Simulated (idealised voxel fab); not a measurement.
You're looking at the process module voxel air gaps.
Xsec cut, 285 nm wide, square cell size 5 nm.
A cross-section is written here as square cells arranged in a grid, and it is given in bands from the top down, each band taking up one or more rows of cells. In this notation a band is specified by the heights of its top and bottom, in that order and in nm, after which its materials appear from left to right, each paired with its width in nm. The word "throughout" attached to a single material means that material fills the band from edge to edge; the word "air" stands for empty space. Counting heights begins at 0, where everything beneath is, in the wafer as received, one material. The lowest band has no bottom; it goes on downwards, as "0 and below" shows. Width "30->40": first value at the band's top row of cells, second value at its bottom row, equal change from row to row. For the purposes of this document, the phrase "identical to before" attached to a step denotes that no cell within the cross-section was modified by that step. The entry titled "Enclosed void inventory" provides the empty spaces that have no open way to the top, restricted to those of 8 cells or more. Each is presented as width x height at distance, the distance being measured from the left edge, with all three in nm. If you see something after the settings on a step's line, that's the simulator's own remark about that step. On any step carrying a mask, the "overlay nm" setting, if present on the step's line, tells how far right of its planned place the mask lay; negative values point to the left.

### plan
1) op RECEIVE | material Si
2) op CONFORMAL_DEP | material SiO2 | thk nm 10
3) op CONFORMAL_DEP | material SiN | thk nm 5
4) op DIRECTIONAL_DEP | material SiO2 | thk nm 30
5) op DIRECTIONAL_DEP | material aC | thk nm 15
6) op PATTERN | tone open | mask id LINES | material resist | width nm 25 | pitch nm 50 | thk nm 30 | overlay nm 0
7) op DIRECTIONAL_ETCH | etch materials aC | depth nm 15
8) op STRIP | etch materials resist
9) op DIRECTIONAL_ETCH | etch materials SiO2 | depth nm 30
10) op STRIP | etch materials aC
11) op CONFORMAL_DEP | material TiN | thk nm 5
12) op FILL_DEP | material Cu | thk nm 5
13) op CMP | height nm 45
14) op EPI | material Ru | thk nm 10
15) op SELECTIVE_ETCH | etch materials SiO2 | depth nm 40
16) op CONFORMAL_DEP | material SiN | thk nm 5

### Cross-section of the wafer upon arrival, representing the state reached after step 1
> 0 and below  Si throughout
> Enclosed void inventory: none

### Here's the cross-section of the first of our two wafers at the end of the module - it ran as planned
> 60 down to 55  40 nm air, then 205 nm SiN, then 40 nm air
> 55 down to 45  40 nm air, then 5 nm SiN, then 45 nm Ru, then 5 nm SiN, then 45 nm Ru, then 5 nm SiN, then 45 nm Ru, then 5 nm SiN, then 45 nm Ru, then 5 nm SiN, then 40 nm air
> 45 down to 40  40 nm air, then 15 nm SiN, then 5 nm TiN, then 15 nm Cu, then 5 nm TiN, then 25 nm SiN, then 5 nm TiN, then 15 nm Cu, then 5 nm TiN, then 25 nm SiN, then 5 nm TiN, then 15 nm Cu, then 5 nm TiN, then 25 nm SiN, then 5 nm TiN, then 15 nm Cu, then 5 nm TiN, then 15 nm SiN, then 40 nm air
> 40 down to 20  50 nm air, then 5 nm SiN, then 5 nm TiN, then 15 nm Cu, then 5 nm TiN, then 5 nm SiN, then 15 nm air, then 5 nm SiN, then 5 nm TiN, then 15 nm Cu, then 5 nm TiN, then 5 nm SiN, then 15 nm air, then 5 nm SiN, then 5 nm TiN, then 15 nm Cu, then 5 nm TiN, then 5 nm SiN, then 15 nm air, then 5 nm SiN, then 5 nm TiN, then 15 nm Cu, then 5 nm TiN, then 5 nm SiN, then 50 nm air
> 20 down to 15  55 nm SiN, then 25 nm TiN, then 25 nm SiN, then 25 nm TiN, then 25 nm SiN, then 25 nm TiN, then 25 nm SiN, then 25 nm TiN, then 55 nm SiN
> 15 down to 10  SiN throughout
> 10 down to 0  SiO2 throughout
> 0 and below  Si throughout
> Enclosed void inventory: 15 x 20 at 85; 15 x 20 at 135; 15 x 20 at 185

### This cross-section belongs to the second wafer of two at the end of the module; the start and the plan were shared with the first, and the run included one mistake
> 60 down to 55  40 nm air, then 205 nm SiN, then 40 nm air
> 55 down to 45  40 nm air, then 5 nm SiN, then 45 nm Ru, then 5 nm SiN, then 45 nm Ru, then 5 nm SiN, then 45 nm Ru, then 5 nm SiN, then 45 nm Ru, then 5 nm SiN, then 40 nm air
> 45 down to 40  40 nm air, then 15 nm SiN, then 5 nm TiN, then 15 nm Cu, then 5 nm TiN, then 25 nm SiN, then 5 nm TiN, then 15 nm Cu, then 5 nm TiN, then 25 nm SiN, then 5 nm TiN, then 15 nm Cu, then 5 nm TiN, then 25 nm SiN, then 5 nm TiN, then 15 nm Cu, then 5 nm TiN, then 15 nm SiN, then 40 nm air
> 40 down to 20  50 nm air, then 5 nm SiN, then 5 nm TiN, then 15 nm Cu, then 5 nm TiN, then 5 nm SiN, then 15 nm air, then 5 nm SiN, then 5 nm TiN, then 15 nm Cu, then 5 nm TiN, then 5 nm SiN, then 15 nm air, then 5 nm SiN, then 5 nm TiN, then 15 nm Cu, then 5 nm TiN, then 5 nm SiN, then 15 nm air, then 5 nm SiN, then 5 nm TiN, then 15 nm Cu, then 5 nm TiN, then 5 nm SiN, then 50 nm air
> 20 down to 15  50 nm air, then 5 nm SiN, then 25 nm TiN, then 5 nm SiN, then 15 nm air, then 5 nm SiN, then 25 nm TiN, then 5 nm SiN, then 15 nm air, then 5 nm SiN, then 25 nm TiN, then 5 nm SiN, then 15 nm air, then 5 nm SiN, then 25 nm TiN, then 5 nm SiN, then 50 nm air
> 15 down to 10  50 nm air, then 15 nm SiN, then 5 nm SiO2, then 15 nm SiN, then 15 nm air, then 15 nm SiN, then 5 nm SiO2, then 15 nm SiN, then 15 nm air, then 15 nm SiN, then 5 nm SiO2, then 15 nm SiN, then 15 nm air, then 15 nm SiN, then 5 nm SiO2, then 15 nm SiN, then 50 nm air
> 10 down to 5  65 nm SiN, then 5 nm SiO2, then 45 nm SiN, then 5 nm SiO2, then 45 nm SiN, then 5 nm SiO2, then 45 nm SiN, then 5 nm SiO2, then 65 nm SiN
> 5 down to 0  SiN throughout
> 0 and below  Si throughout
> Enclosed void inventory: 15 x 30 at 85; 15 x 30 at 135; 15 x 30 at 185
Deviation from plan: ran 2 and 3 in swapped order versus the plan
The second wafer ends with more or fewer cells of some materials than the first, per final count: SiN: 48 more, SiO2: 106 fewer
